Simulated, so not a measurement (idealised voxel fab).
The following is a process module called voxel tone inversion.
We display cut, a cross-section 180 nm in width whose square cells are each 5 nm.
The cross-sections in this document take the form of a grid made of square cells. They are written out as bands, in order from top to bottom. Each band consists of one or more rows of cells. It is stipulated that each band's entry specify, in nanometres, the height of the top of the band and then that of its bottom, followed by the materials of the band in left-to-right sequence, each together with its width in nanometres. A single material marked by the word "all across" is understood to fill the band from edge to edge; the word "empty" is understood to denote empty space. It should be noted that heights are counted from 0, beneath which the wafer as supplied is of one material throughout, and that the lowest band possesses no lower boundary but continues downward, as written in "0 -> down". Quick explanation for "30->40": the width changes in equal steps down the rows of cells, from the first number in the band's top row to the second number in its bottom row. Step note "no change occurred" = no cross-section cell changed. The entry titled "Voids, enclosed" provides the empty spaces that have no open way to the top, restricted to those of 8 cells or more. Each is presented as width x height at distance, the distance being measured from the left edge, with all three in nm. The remark found on a step's line after its settings is issued by the simulator itself and pertains to that step. On any step carrying a mask, the "overlay nm" setting, if present on the step's line, tells how far right of its planned place the mask lay; negative values point to the left. Each of the pairs that make up the rest of this document says: here is the cross-section before one process step, here is the cross-section after it, drawn only down to the lowest band that changed, and here, under the pair, is the step lying between them with its settings. Different pairs may come from different runs of this module on the same starting wafer, so a pair continues from the pair above it only where its entry headed "Prior to processing" says so.

# Prior to processing
	0 -> down = Si all across
	Voids, enclosed: none

# Step Result
	5 -> 0 = SiCN all across
	Nothing below the height 0 has changed.
	Voids, enclosed: none
Before/after cross-sections above; step in between: CONFORMAL_DEP with material SiCN, thk nm 5

Prior to processing: look at the pair above, its after cross-section is where this step starts.

# Step Result
	20 -> 5 = aC all across
	Nothing below the height 5 has changed.
	Voids, enclosed: none
Before/after cross-sections above; step in between: DIRECTIONAL_DEP with material aC, thk nm 15

Prior to processing: look at the pair above, its after cross-section is where this step starts.

# Step Result
	40 -> 20 = empty=45 | resist=15 | empty=20 | resist=15 | empty=20 | resist=15 | empty=50
	Nothing below the height 20 has changed.
	Voids, enclosed: none
Before/after cross-sections above; step in between: PATTERN with tone cover, mask id POSTS, material resist, width nm 15, pitch nm 35, thk nm 20, overlay nm 0

Prior to processing: look at the pair above, its after cross-section is where this step starts.

# Step Result
	25 -> 20 = empty=45 | resist=15 | empty=20 | resist=15 | empty=20 | resist=15 | empty=50
	20 -> 5 = empty=45 | aC=15 | empty=20 | aC=15 | empty=20 | aC=15 | empty=50
	Nothing below the height 5 has changed.
	Voids, enclosed: none
Before/after cross-sections above; step in between: DIRECTIONAL_ETCH with etch materials aC, depth nm 15

Prior to processing: look at the pair above, its after cross-section is where this step starts.

# Step Result
	20 -> 5 = empty=45 | aC=15 | empty=20 | aC=15 | empty=20 | aC=15 | empty=50
	Nothing below the height 5 has changed.
	Voids, enclosed: none
Before/after cross-sections above; step in between: STRIP with etch materials resist

Prior to processing: look at the pair above, its after cross-section is where this step starts.

# Step Result
	30 -> 20 = SiO2 all across
	20 -> 5 = SiO2=45 | aC=15 | SiO2=20 | aC=15 | SiO2=20 | aC=15 | SiO2=50
	Nothing below the height 5 has changed.
	Voids, enclosed: none
Before/after cross-sections above; step in between: FILL_DEP with material SiO2, thk nm 10

Prior to processing: look at the pair above, its after cross-section is where this step starts.

# Step Result
	20 -> 5 = SiO2=45 | aC=15 | SiO2=20 | aC=15 | SiO2=20 | aC=15 | SiO2=50
	Nothing below the height 5 has changed.
	Voids, enclosed: none
Before/after cross-sections above; step in between: CMP with height nm 20

Prior to processing: look at the pair above, its after cross-section is where this step starts.

# Step Result
	20 -> 5 = SiO2=45 | empty=15 | SiO2=20 | empty=15 | SiO2=20 | empty=15 | SiO2=50
	Nothing below the height 5 has changed.
	Voids, enclosed: none
Before/after cross-sections above; step in between: STRIP with etch materials aC

Prior to processing: look at the pair above, its after cross-section is where this step starts.

# Step Result
	25 -> 20 = TiN=50 | empty=5 | TiN=30 | empty=5 | TiN=30 | empty=5 | TiN=55
	20 -> 10 = SiO2=45 | TiN=5 | empty=5 | TiN=5 | SiO2=20 | TiN=5 | empty=5 | TiN=5 | SiO2=20 | TiN=5 | empty=5 | TiN=5 | SiO2=50
	10 -> 5 = SiO2=45 | TiN=15 | SiO2=20 | TiN=15 | SiO2=20 | TiN=15 | SiO2=50
	Nothing below the height 5 has changed.
	Voids, enclosed: none
Before/after cross-sections above; step in between: CONFORMAL_DEP with material TiN, thk nm 5

Prior to processing: look at the pair above, its after cross-section is where this step starts.

# Step Result
	30 -> 25 = Ru all across
	25 -> 20 = TiN=50 | Ru=5 | TiN=30 | Ru=5 | TiN=30 | Ru=5 | TiN=55
	20 -> 10 = SiO2=45 | TiN=5 | Ru=5 | TiN=5 | SiO2=20 | TiN=5 | Ru=5 | TiN=5 | SiO2=20 | TiN=5 | Ru=5 | TiN=5 | SiO2=50
	Nothing below the height 10 has changed.
	Voids, enclosed: none
Before/after cross-sections above; step in between: FILL_DEP with material Ru, thk nm 5

Prior to processing: look at the pair above, its after cross-section is where this step starts.

# Step Result
	20 -> 10 = SiO2=45 | TiN=5 | Ru=5 | TiN=5 | SiO2=20 | TiN=5 | Ru=5 | TiN=5 | SiO2=20 | TiN=5 | Ru=5 | TiN=5 | SiO2=50
	Nothing below the height 10 has changed.
	Voids, enclosed: none
Before/after cross-sections above; step in between: CMP with height nm 20

Prior to processing: look at the pair above, its after cross-section is where this step starts.

# Step Result
	25 -> 20 = SiCN all across
	Nothing below the height 20 has changed.
	Voids, enclosed: none
Before/after cross-sections above; step in between: CONFORMAL_DEP with material SiCN, thk nm 5

# Prior to processing
	0 -> down = Si all across
	Voids, enclosed: none

# Step Result
	15 -> 0 = aC all across
	Nothing below the height 0 has changed.
	Voids, enclosed: none
Before/after cross-sections above; step in between: DIRECTIONAL_DEP with material aC, thk nm 15

Prior to processing: look at the pair above, its after cross-section is where this step starts.

# Step Result
	35 -> 15 = empty=45 | resist=15 | empty=20 | resist=15 | empty=20 | resist=15 | empty=50
	Nothing below the height 15 has changed.
	Voids, enclosed: none
Before/after cross-sections above; step in between: PATTERN with tone cover, mask id POSTS, material resist, width nm 15, pitch nm 35, thk nm 20, overlay nm 0

Prior to processing: look at the pair above, its after cross-section is where this step starts.

# Step Result
	20 -> 15 = empty=45 | resist=15 | empty=20 | resist=15 | empty=20 | resist=15 | empty=50
	15 -> 0 = empty=45 | aC=15 | empty=20 | aC=15 | empty=20 | aC=15 | empty=50
	Nothing below the height 0 has changed.
	Voids, enclosed: none
Before/after cross-sections above; step in between: DIRECTIONAL_ETCH with etch materials aC, depth nm 15

Prior to processing: look at the pair above, its after cross-section is where this step starts.

# Step Result
	15 -> 0 = empty=45 | aC=15 | empty=20 | aC=15 | empty=20 | aC=15 | empty=50
	Nothing below the height 0 has changed.
	Voids, enclosed: none
Before/after cross-sections above; step in between: STRIP with etch materials resist

Prior to processing: look at the pair above, its after cross-section is where this step starts.

# Step Result
	25 -> 15 = SiO2 all across
	15 -> 0 = SiO2=45 | aC=15 | SiO2=20 | aC=15 | SiO2=20 | aC=15 | SiO2=50
	Nothing below the height 0 has changed.
	Voids, enclosed: none
Before/after cross-sections above; step in between: FILL_DEP with material SiO2, thk nm 10

Prior to processing: look at the pair above, its after cross-section is where this step starts.

# Step Result
	20 -> 15 = SiO2 all across
	Nothing below the height 15 has changed.
	Voids, enclosed: none
Before/after cross-sections above; step in between: CMP with height nm 20

Prior to processing: look at the pair above, its after cross-section is where this step starts.

# Step Result
	25 -> 20 = TiN all across
	Nothing below the height 20 has changed.
	Voids, enclosed: none
Before/after cross-sections above; step in between: CONFORMAL_DEP with material TiN, thk nm 5

Prior to processing: look at the pair above, its after cross-section is where this step starts.

# Step Result
	30 -> 25 = Ru all across
	Nothing below the height 25 has changed.
	Voids, enclosed: none
Before/after cross-sections above; step in between: FILL_DEP with material Ru, thk nm 5

Prior to processing: look at the pair above, its after cross-section is where this step starts.

# Step Result
	20 -> 15 = SiO2 all across
	Nothing below the height 15 has changed.
	Voids, enclosed: none
Before/after cross-sections above; step in between: CMP with height nm 20

Prior to processing: look at the pair above, its after cross-section is where this step starts.

# Step Result
	25 -> 20 = SiCN all across
	Nothing below the height 20 has changed.
	Voids, enclosed: none
Before/after cross-sections above; step in between: CONFORMAL_DEP with material SiCN, thk nm 5

# Prior to processing
	15 -> 0 = aC all across
	0 -> down = Si all across
	Voids, enclosed: none

# Step Result
	20 -> 15 = SiCN all across
	Nothing below the height 15 has changed.
	Voids, enclosed: none
Before/after cross-sections above; step in between: CONFORMAL_DEP with material SiCN, thk nm 5

Prior to processing: look at the pair above, its after cross-section is where this step starts.

# Step Result
	40 -> 20 = empty=45 | resist=15 | empty=20 | resist=15 | empty=20 | resist=15 | empty=50
	Nothing below the height 20 has changed.
	Voids, enclosed: none
Before/after cross-sections above; step in between: PATTERN with tone cover, mask id POSTS, material resist, width nm 15, pitch nm 35, thk nm 20, overlay nm 0

Prior to processing: look at the pair above, its after cross-section is where this step starts.

# Step Result
	25 -> 20 = empty=45 | resist=15 | empty=20 | resist=15 | empty=20 | resist=15 | empty=50
	Nothing below the height 20 has changed.
	Voids, enclosed: none
Before/after cross-sections above; step in between: DIRECTIONAL_ETCH with etch materials aC, depth nm 15

Prior to processing: look at the pair above, its after cross-section is where this step starts.

# Step Result
	20 -> 15 = SiCN all across
	Nothing below the height 15 has changed.
	Voids, enclosed: none
Before/after cross-sections above; step in between: STRIP with etch materials resist

Prior to processing: look at the pair above, its after cross-section is where this step starts.

# Step Result
	30 -> 20 = SiO2 all across
	Nothing below the height 20 has changed.
	Voids, enclosed: none
Before/after cross-sections above; step in between: FILL_DEP with material SiO2, thk nm 10

Prior to processing: look at the pair above, its after cross-section is where this step starts.

# Step Result
	20 -> 15 = SiCN all across
	Nothing below the height 15 has changed.
	Voids, enclosed: none
Before/after cross-sections above; step in between: CMP with height nm 20

Prior to processing: look at the pair above, its after cross-section is where this step starts.

# Step Result
	25 -> 20 = TiN all across
	Nothing below the height 20 has changed.
	Voids, enclosed: none
Before/after cross-sections above; step in between: CONFORMAL_DEP with material TiN, thk nm 5

Prior to processing: look at the pair above, its after cross-section is where this step starts.

# Step Result
	30 -> 25 = Ru all across
	Nothing below the height 25 has changed.
	Voids, enclosed: none
Before/after cross-sections above; step in between: FILL_DEP with material Ru, thk nm 5

Prior to processing: look at the pair above, its after cross-section is where this step starts.

# Step Result
	20 -> 15 = SiCN all across
	Nothing below the height 15 has changed.
	Voids, enclosed: none
Before/after cross-sections above; step in between: CMP with height nm 20

Prior to processing: look at the pair above, its after cross-section is where this step starts.

# Step Result
	25 -> 15 = SiCN all across
	Nothing below the height 15 has changed.
	Voids, enclosed: none
Before/after cross-sections above; step in between: CONFORMAL_DEP with material SiCN, thk nm 5

# Prior to processing
	30 -> 20 = SiO2 all across
	20 -> 5 = SiO2=45 | aC=15 | SiO2=20 | aC=15 | SiO2=20 | aC=15 | SiO2=50
	5 -> 0 = SiCN all across
	0 -> down = Si all across
	Voids, enclosed: none

# Step Result
	10 -> 5 = SiO2=45 | aC=15 | SiO2=20 | aC=15 | SiO2=20 | aC=15 | SiO2=50
	Nothing below the height 5 has changed.
	Voids, enclosed: none
Before/after cross-sections above; step in between: CMP with height nm 10

Prior to processing: look at the pair above, its after cross-section is where this step starts.

# Step Result
	10 -> 5 = SiO2=45 | empty=15 | SiO2=20 | empty=15 | SiO2=20 | empty=15 | SiO2=50
	Nothing below the height 5 has changed.
	Voids, enclosed: none
Before/after cross-sections above; step in between: STRIP with etch materials aC

Prior to processing: look at the pair above, its after cross-section is where this step starts.

# Step Result
	15 -> 10 = TiN=50 | empty=5 | TiN=30 | empty=5 | TiN=30 | empty=5 | TiN=55
	10 -> 5 = SiO2=45 | TiN=15 | SiO2=20 | TiN=15 | SiO2=20 | TiN=15 | SiO2=50
	Nothing below the height 5 has changed.
	Voids, enclosed: none
Before/after cross-sections above; step in between: CONFORMAL_DEP with material TiN, thk nm 5

Prior to processing: look at the pair above, its after cross-section is where this step starts.

# Step Result
	20 -> 15 = Ru all across
	15 -> 10 = TiN=50 | Ru=5 | TiN=30 | Ru=5 | TiN=30 | Ru=5 | TiN=55
	Nothing below the height 10 has changed.
	Voids, enclosed: none
Before/after cross-sections above; step in between: FILL_DEP with material Ru, thk nm 5

Prior to processing: look at the pair above, its after cross-section is where this step starts.

# Step Result
	25 -> 20 = SiCN all across
	Nothing below the height 20 has changed.
	Voids, enclosed: none
Before/after cross-sections above; step in between: CONFORMAL_DEP with material SiCN, thk nm 5

# Prior to processing
	20 -> 5 = aC all across
	5 -> 0 = SiCN all across
	0 -> down = Si all across
	Voids, enclosed: none

# Step Result
	40 -> 20 = empty=45 | resist=20 | empty=15 | resist=20 | empty=15 | resist=20 | empty=45
	Nothing below the height 20 has changed.
	Voids, enclosed: none
Before/after cross-sections above; step in between: PATTERN with tone cover, mask id POSTS, material resist, width nm 20, pitch nm 35, thk nm 20, overlay nm 0

Prior to processing: look at the pair above, its after cross-section is where this step starts.

# Step Result
	25 -> 20 = empty=45 | resist=20 | empty=15 | resist=20 | empty=15 | resist=20 | empty=45
	20 -> 5 = empty=45 | aC=20 | empty=15 | aC=20 | empty=15 | aC=20 | empty=45
	Nothing below the height 5 has changed.
	Voids, enclosed: none
Before/after cross-sections above; step in between: DIRECTIONAL_ETCH with etch materials aC, depth nm 15

Prior to processing: look at the pair above, its after cross-section is where this step starts.

# Step Result
	20 -> 5 = empty=45 | aC=20 | empty=15 | aC=20 | empty=15 | aC=20 | empty=45
	Nothing below the height 5 has changed.
	Voids, enclosed: none
Before/after cross-sections above; step in between: STRIP with etch materials resist

Prior to processing: look at the pair above, its after cross-section is where this step starts.

# Step Result
	30 -> 20 = SiO2 all across
	20 -> 5 = SiO2=45 | aC=20 | SiO2=15 | aC=20 | SiO2=15 | aC=20 | SiO2=45
	Nothing below the height 5 has changed.
	Voids, enclosed: none
Before/after cross-sections above; step in between: FILL_DEP with material SiO2, thk nm 10

Prior to processing: look at the pair above, its after cross-section is where this step starts.

# Step Result
	20 -> 5 = SiO2=45 | aC=20 | SiO2=15 | aC=20 | SiO2=15 | aC=20 | SiO2=45
	Nothing below the height 5 has changed.
	Voids, enclosed: none
Before/after cross-sections above; step in between: CMP with height nm 20

Prior to processing: look at the pair above, its after cross-section is where this step starts.

# Step Result
	20 -> 5 = SiO2=45 | empty=20 | SiO2=15 | empty=20 | SiO2=15 | empty=20 | SiO2=45
	Nothing below the height 5 has changed.
	Voids, enclosed: none
Before/after cross-sections above; step in between: STRIP with etch materials aC

Prior to processing: look at the pair above, its after cross-section is where this step starts.

# Step Result
	25 -> 20 = TiN=50 | empty=10 | TiN=25 | empty=10 | TiN=25 | empty=10 | TiN=50
	20 -> 10 = SiO2=45 | TiN=5 | empty=10 | TiN=5 | SiO2=15 | TiN=5 | empty=10 | TiN=5 | SiO2=15 | TiN=5 | empty=10 | TiN=5 | SiO2=45
	10 -> 5 = SiO2=45 | TiN=20 | SiO2=15 | TiN=20 | SiO2=15 | TiN=20 | SiO2=45
	Nothing below the height 5 has changed.
	Voids, enclosed: none
Before/after cross-sections above; step in between: CONFORMAL_DEP with material TiN, thk nm 5

Prior to processing: look at the pair above, its after cross-section is where this step starts.

# Step Result
	30 -> 25 = Ru all across
	25 -> 20 = TiN=50 | Ru=10 | TiN=25 | Ru=10 | TiN=25 | Ru=10 | TiN=50
	20 -> 10 = SiO2=45 | TiN=5 | Ru=10 | TiN=5 | SiO2=15 | TiN=5 | Ru=10 | TiN=5 | SiO2=15 | TiN=5 | Ru=10 | TiN=5 | SiO2=45
	Nothing below the height 10 has changed.
	Voids, enclosed: none
Before/after cross-sections above; step in between: FILL_DEP with material Ru, thk nm 5

Prior to processing: look at the pair above, its after cross-section is where this step starts.

# Step Result
	20 -> 10 = SiO2=45 | TiN=5 | Ru=10 | TiN=5 | SiO2=15 | TiN=5 | Ru=10 | TiN=5 | SiO2=15 | TiN=5 | Ru=10 | TiN=5 | SiO2=45
	Nothing below the height 10 has changed.
	Voids, enclosed: none
Before/after cross-sections above; step in between: CMP with height nm 20

Prior to processing: look at the pair above, its after cross-section is where this step starts.

# Step Result
	25 -> 20 = SiCN all across
	Nothing below the height 20 has changed.
	Voids, enclosed: none
Before/after cross-sections above; step in between: CONFORMAL_DEP with material SiCN, thk nm 5

# Prior to processing
	20 -> 5 = aC all across
	5 -> 0 = SiCN all across
	0 -> down = Si all across
	Voids, enclosed: none

# Step Result
	40 -> 20 = empty=55 | resist=15 | empty=20 | resist=15 | empty=20 | resist=15 | empty=40
	Nothing below the height 20 has changed.
	Voids, enclosed: none
Before/after cross-sections above; step in between: PATTERN with tone cover, mask id POSTS, material resist, width nm 15, pitch nm 35, thk nm 20, overlay nm 10

Prior to processing: look at the pair above, its after cross-section is where this step starts.

# Step Result
	25 -> 20 = empty=55 | resist=15 | empty=20 | resist=15 | empty=20 | resist=15 | empty=40
	20 -> 5 = empty=55 | aC=15 | empty=20 | aC=15 | empty=20 | aC=15 | empty=40
	Nothing below the height 5 has changed.
	Voids, enclosed: none
Before/after cross-sections above; step in between: DIRECTIONAL_ETCH with etch materials aC, depth nm 15

Prior to processing: look at the pair above, its after cross-section is where this step starts.

# Step Result
	20 -> 5 = empty=55 | aC=15 | empty=20 | aC=15 | empty=20 | aC=15 | empty=40
	Nothing below the height 5 has changed.
	Voids, enclosed: none
Before/after cross-sections above; step in between: STRIP with etch materials resist

Prior to processing: look at the pair above, its after cross-section is where this step starts.

# Step Result
	30 -> 20 = SiO2 all across
	20 -> 5 = SiO2=55 | aC=15 | SiO2=20 | aC=15 | SiO2=20 | aC=15 | SiO2=40
	Nothing below the height 5 has changed.
	Voids, enclosed: none
Before/after cross-sections above; step in between: FILL_DEP with material SiO2, thk nm 10

Prior to processing: look at the pair above, its after cross-section is where this step starts.

# Step Result
	20 -> 5 = SiO2=55 | aC=15 | SiO2=20 | aC=15 | SiO2=20 | aC=15 | SiO2=40
	Nothing below the height 5 has changed.
	Voids, enclosed: none
Before/after cross-sections above; step in between: CMP with height nm 20

Prior to processing: look at the pair above, its after cross-section is where this step starts.

# Step Result
	20 -> 5 = SiO2=55 | empty=15 | SiO2=20 | empty=15 | SiO2=20 | empty=15 | SiO2=40
	Nothing below the height 5 has changed.
	Voids, enclosed: none
Before/after cross-sections above; step in between: STRIP with etch materials aC

Prior to processing: look at the pair above, its after cross-section is where this step starts.

# Step Result
	25 -> 20 = TiN=60 | empty=5 | TiN=30 | empty=5 | TiN=30 | empty=5 | TiN=45
	20 -> 10 = SiO2=55 | TiN=5 | empty=5 | TiN=5 | SiO2=20 | TiN=5 | empty=5 | TiN=5 | SiO2=20 | TiN=5 | empty=5 | TiN=5 | SiO2=40
	10 -> 5 = SiO2=55 | TiN=15 | SiO2=20 | TiN=15 | SiO2=20 | TiN=15 | SiO2=40
	Nothing below the height 5 has changed.
	Voids, enclosed: none
Before/after cross-sections above; step in between: CONFORMAL_DEP with material TiN, thk nm 5

Prior to processing: look at the pair above, its after cross-section is where this step starts.

# Step Result
	30 -> 25 = Ru all across
	25 -> 20 = TiN=60 | Ru=5 | TiN=30 | Ru=5 | TiN=30 | Ru=5 | TiN=45
	20 -> 10 = SiO2=55 | TiN=5 | Ru=5 | TiN=5 | SiO2=20 | TiN=5 | Ru=5 | TiN=5 | SiO2=20 | TiN=5 | Ru=5 | TiN=5 | SiO2=40
	Nothing below the height 10 has changed.
	Voids, enclosed: none
Before/after cross-sections above; step in between: FILL_DEP with material Ru, thk nm 5

Prior to processing: look at the pair above, its after cross-section is where this step starts.

# Step Result
	20 -> 10 = SiO2=55 | TiN=5 | Ru=5 | TiN=5 | SiO2=20 | TiN=5 | Ru=5 | TiN=5 | SiO2=20 | TiN=5 | Ru=5 | TiN=5 | SiO2=40
	Nothing below the height 10 has changed.
	Voids, enclosed: none
Before/after cross-sections above; step in between: CMP with height nm 20

Prior to processing: look at the pair above, its after cross-section is where this step starts.

# Step Result
	25 -> 20 = SiCN all across
	Nothing below the height 20 has changed.
	Voids, enclosed: none
Before/after cross-sections above; step in between: CONFORMAL_DEP with material SiCN, thk nm 5

# Prior to processing
	20 -> 5 = SiO2=45 | empty=15 | SiO2=20 | empty=15 | SiO2=20 | empty=15 | SiO2=50
	5 -> 0 = SiCN all across
	0 -> down = Si all across
	Voids, enclosed: none

# Step Result
	25 -> 20 = aC=50 | empty=5 | aC=30 | empty=5 | aC=30 | empty=5 | aC=55
	20 -> 10 = SiO2=45 | aC=5 | empty=5 | aC=5 | SiO2=20 | aC=5 | empty=5 | aC=5 | SiO2=20 | aC=5 | empty=5 | aC=5 | SiO2=50
	10 -> 5 = SiO2=45 | aC=15 | SiO2=20 | aC=15 | SiO2=20 | aC=15 | SiO2=50
	Nothing below the height 5 has changed.
	Voids, enclosed: none
Before/after cross-sections above; step in between: CONFORMAL_DEP with material aC, thk nm 5

Prior to processing: look at the pair above, its after cross-section is where this step starts.

# Step Result
	30 -> 25 = Ru all across
	25 -> 20 = aC=50 | Ru=5 | aC=30 | Ru=5 | aC=30 | Ru=5 | aC=55
	20 -> 10 = SiO2=45 | aC=5 | Ru=5 | aC=5 | SiO2=20 | aC=5 | Ru=5 | aC=5 | SiO2=20 | aC=5 | Ru=5 | aC=5 | SiO2=50
	Nothing below the height 10 has changed.
	Voids, enclosed: none
Before/after cross-sections above; step in between: FILL_DEP with material Ru, thk nm 5

Prior to processing: look at the pair above, its after cross-section is where this step starts.

# Step Result
	20 -> 10 = SiO2=45 | aC=5 | Ru=5 | aC=5 | SiO2=20 | aC=5 | Ru=5 | aC=5 | SiO2=20 | aC=5 | Ru=5 | aC=5 | SiO2=50
	Nothing below the height 10 has changed.
	Voids, enclosed: none
Before/after cross-sections above; step in between: CMP with height nm 20

Prior to processing: look at the pair above, its after cross-section is where this step starts.

# Step Result
	25 -> 20 = SiCN all across
	Nothing below the height 20 has changed.
	Voids, enclosed: none
Before/after cross-sections above; step in between: CONFORMAL_DEP with material SiCN, thk nm 5

# Prior to processing
	20 -> 5 = aC all across
	5 -> 0 = SiCN all across
	0 -> down = Si all across
	Voids, enclosed: none

# Step Result
	40 -> 20 = resist=45 | empty=15 | resist=20 | empty=15 | resist=20 | empty=15 | resist=50
	Nothing below the height 20 has changed.
	Voids, enclosed: none
Before/after cross-sections above; step in between: PATTERN with tone open, mask id POSTS, material resist, width nm 15, pitch nm 35, thk nm 20, overlay nm 0

Prior to processing: look at the pair above, its after cross-section is where this step starts.

# Step Result
	25 -> 20 = resist=45 | empty=15 | resist=20 | empty=15 | resist=20 | empty=15 | resist=50
	20 -> 5 = aC=45 | empty=15 | aC=20 | empty=15 | aC=20 | empty=15 | aC=50
	Nothing below the height 5 has changed.
	Voids, enclosed: none
Before/after cross-sections above; step in between: DIRECTIONAL_ETCH with etch materials aC, depth nm 15

Prior to processing: look at the pair above, its after cross-section is where this step starts.

# Step Result
	20 -> 5 = aC=45 | empty=15 | aC=20 | empty=15 | aC=20 | empty=15 | aC=50
	Nothing below the height 5 has changed.
	Voids, enclosed: none
Before/after cross-sections above; step in between: STRIP with etch materials resist

Prior to processing: look at the pair above, its after cross-section is where this step starts.

# Step Result
	30 -> 20 = SiO2 all across
	20 -> 5 = aC=45 | SiO2=15 | aC=20 | SiO2=15 | aC=20 | SiO2=15 | aC=50
	Nothing below the height 5 has changed.
	Voids, enclosed: none
Before/after cross-sections above; step in between: FILL_DEP with material SiO2, thk nm 10

Prior to processing: look at the pair above, its after cross-section is where this step starts.

# Step Result
	20 -> 5 = aC=45 | SiO2=15 | aC=20 | SiO2=15 | aC=20 | SiO2=15 | aC=50
	Nothing below the height 5 has changed.
	Voids, enclosed: none
Before/after cross-sections above; step in between: CMP with height nm 20

Prior to processing: look at the pair above, its after cross-section is where this step starts.

# Step Result
	20 -> 5 = empty=45 | SiO2=15 | empty=20 | SiO2=15 | empty=20 | SiO2=15 | empty=50
	Nothing below the height 5 has changed.
	Voids, enclosed: none
Before/after cross-sections above; step in between: STRIP with etch materials aC

Prior to processing: look at the pair above, its after cross-section is where this step starts.

# Step Result
	25 -> 20 = empty=40 | TiN=25 | empty=10 | TiN=25 | empty=10 | TiN=25 | empty=45
	20 -> 10 = empty=40 | TiN=5 | SiO2=15 | TiN=5 | empty=10 | TiN=5 | SiO2=15 | TiN=5 | empty=10 | TiN=5 | SiO2=15 | TiN=5 | empty=45
	10 -> 5 = TiN=45 | SiO2=15 | TiN=20 | SiO2=15 | TiN=20 | SiO2=15 | TiN=50
	Nothing below the height 5 has changed.
	Voids, enclosed: none
Before/after cross-sections above; step in between: CONFORMAL_DEP with material TiN, thk nm 5

Prior to processing: look at the pair above, its after cross-section is where this step starts.

# Step Result
	30 -> 25 = Ru all across
	25 -> 20 = Ru=40 | TiN=25 | Ru=10 | TiN=25 | Ru=10 | TiN=25 | Ru=45
	20 -> 10 = Ru=40 | TiN=5 | SiO2=15 | TiN=5 | Ru=10 | TiN=5 | SiO2=15 | TiN=5 | Ru=10 | TiN=5 | SiO2=15 | TiN=5 | Ru=45
	Nothing below the height 10 has changed.
	Voids, enclosed: none
Before/after cross-sections above; step in between: FILL_DEP with material Ru, thk nm 5

Prior to processing: look at the pair above, its after cross-section is where this step starts.

# Step Result
	20 -> 10 = Ru=40 | TiN=5 | SiO2=15 | TiN=5 | Ru=10 | TiN=5 | SiO2=15 | TiN=5 | Ru=10 | TiN=5 | SiO2=15 | TiN=5 | Ru=45
	Nothing below the height 10 has changed.
	Voids, enclosed: none
Before/after cross-sections above; step in between: CMP with height nm 20

Prior to processing: look at the pair above, its after cross-section is where this step starts.

# Step Result
	25 -> 20 = SiCN all across
	Nothing below the height 20 has changed.
	Voids, enclosed: none
Before/after cross-sections above; step in between: CONFORMAL_DEP with material SiCN, thk nm 5
